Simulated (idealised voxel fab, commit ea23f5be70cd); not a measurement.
Documented hereafter: the process module known as voxel capacitor over wiring.
Shown is cross-section cut, with a width of 270 nm and square cells of size 5 nm.
Cross-section layout: square cells on a grid; listed as bands, top to bottom; a band spans one or more cell rows.
Each band's line starts with the height of the band's top and of its bottom, in nm. Then come its materials from left to right, each with its width in nm. One material with "full width" fills the band from edge to edge. "air" is empty space.
A quick word on heights: they are counted from 0, and under that level the wafer as it came to us is one material throughout. The lowest band is different from the rest in having no bottom; it simply continues downward, written as in "0..down".
A two-number width, for instance "30..40", indicates that the width is equal to the first number in the top row of the band and to the second number in the bottom row, and that it changes by a constant amount per row of cells.
Any step labelled "nothing changed" changed none of the cells in the cross-section.
Any empty space of 8 cells or more lacking an open way to the top shows up in "Sealed void list" as width x height at distance, distance from the left edge, in nm.
On a step's line, text after the settings is the simulator commenting on that step.
For masked steps, "overlay nm" on the step line gives how far right of plan the mask actually lay; a minus sign means it lay to the left.

### So here's the lineup of process steps we planned
1: RECEIVE,material Si
2: CONFORMAL_DEP,material SiO2,thk nm 10
3: CONFORMAL_DEP,material SiN,thk nm 5
4: DIRECTIONAL_DEP,material SiO2,thk nm 15
5: PATTERN,tone open,mask id METAL_1,material resist,width nm 20,pitch nm 80,thk nm 15,overlay nm 0
6: DIRECTIONAL_ETCH,etch materials SiO2,depth nm 15
7: DIRECTIONAL_ETCH,etch materials SiN,depth nm 5
8: STRIP,etch materials resist
9: CONFORMAL_DEP,material TiN,thk nm 5
10: FILL_DEP,material Cu,thk nm 5
11: CMP,height nm 30
12: CONFORMAL_DEP,material SiCN,thk nm 5
13: DIRECTIONAL_DEP,material SiO2,thk nm 10
14: DIRECTIONAL_DEP,material aC,thk nm 10
15: PATTERN,tone open,mask id PLUG_1,material resist,width nm 15,thk nm 30,overlay nm 0
16: DIRECTIONAL_ETCH,etch materials aC,depth nm 10
17: STRIP,etch materials resist
18: DIRECTIONAL_ETCH,etch materials SiO2,depth nm 10
19: DIRECTIONAL_ETCH,etch materials SiCN,depth nm 5
20: STRIP,etch materials aC
21: EPI,material Ru,thk nm 10
22: EPI,material Ru,thk nm 5
23: DIRECTIONAL_DEP,material TiN,thk nm 5
24: DIRECTIONAL_DEP,material SiN,thk nm 5
25: DIRECTIONAL_DEP,material TiN,thk nm 10
26: MASKED_ETCH,tone cover,mask id UPPER_PLATE,width nm 65,etch materials TiN,depth nm 10,overlay nm 0
27: MASKED_ETCH,tone cover,mask id UPPER_PLATE,width nm 65,etch materials SiN,depth nm 5,overlay nm 0
28: MASKED_ETCH,tone cover,mask id LOWER_PLATE,width nm 75,etch materials TiN,depth nm 5,overlay nm 0
29: FILL_DEP,material SiO2,thk nm 20
30: CMP,height nm 80
31: PATTERN,tone open,mask id PLUG_2,material resist,width nm 15,thk nm 20,overlay nm 0
32: DIRECTIONAL_ETCH,etch materials SiO2,depth nm 15
33: STRIP,etch materials resist
34: CONFORMAL_DEP,material TiN,thk nm 5
35: FILL_DEP,material W,thk nm 10
36: CMP,height nm 80
37: CONFORMAL_DEP,material SiCN,thk nm 5

### So this is the incoming wafer in cross-section - it's already been through step 1
  0..down  Si full width
  Sealed void list: none

### As-planned run: cross-section of the first of two wafers at end of module
  85..80  SiCN full width
  80..70  SiO2: 100, then TiN: 5, then W: 5, then TiN: 5, then SiO2: 155
  70..65  SiO2: 100, then TiN: 15, then SiO2: 155
  65..55  SiO2: 90, then TiN: 65, then SiO2: 115
  55..50  SiO2: 90, then SiN: 65, then SiO2: 115
  50..45  SiO2: 85, then TiN: 75, then SiO2: 110
  45..35  SiO2: 90, then Ru: 15, then SiO2: 165
  35..30  SiCN: 90, then Ru: 15, then SiCN: 165
  30..15  SiO2: 85, then TiN: 5, then Cu: 10, then TiN: 5, then SiO2: 60, then TiN: 5, then Cu: 10, then TiN: 5, then SiO2: 85
  15..10  SiN: 85, then TiN: 20, then SiN: 60, then TiN: 20, then SiN: 85
  10..0  SiO2 full width
  0..down  Si full width
  Sealed void list: none

### Second wafer of the two, sectioned at the end of the module. It began like the first and followed the same plan, but one mistake was made while running it
  85..80  SiCN full width
  80..75  SiO2: 100, then TiN: 15, then SiO2: 155
  75..65  SiO2: 90, then TiN: 25, then SiO2: 155
  65..60  SiO2: 90, then SiN: 25, then TiN: 40, then SiO2: 115
  60..55  SiO2: 85, then TiN: 70, then SiO2: 115
  55..50  SiO2: 80, then Ru: 35, then SiN: 40, then SiO2: 115
  50..45  SiO2: 80, then Ru: 35, then TiN: 45, then SiO2: 110
  45..35  SiO2: 90, then Ru: 15, then SiO2: 165
  35..30  SiCN: 90, then Ru: 15, then SiCN: 165
  30..15  SiO2: 85, then TiN: 5, then Cu: 10, then TiN: 5, then SiO2: 60, then TiN: 5, then Cu: 10, then TiN: 5, then SiO2: 85
  15..10  SiN: 85, then TiN: 20, then SiN: 60, then TiN: 20, then SiN: 85
  10..0  SiO2 full width
  0..down  Si full width
  Sealed void list: none
What went wrong in running the wafer? the plan's step 21 ran twice
The final cell counts differ between the wafers, with the second having more or fewer of some materials than the first: 14 more of Ru; 8 fewer of SiO2; 4 fewer of TiN; 2 fewer of W
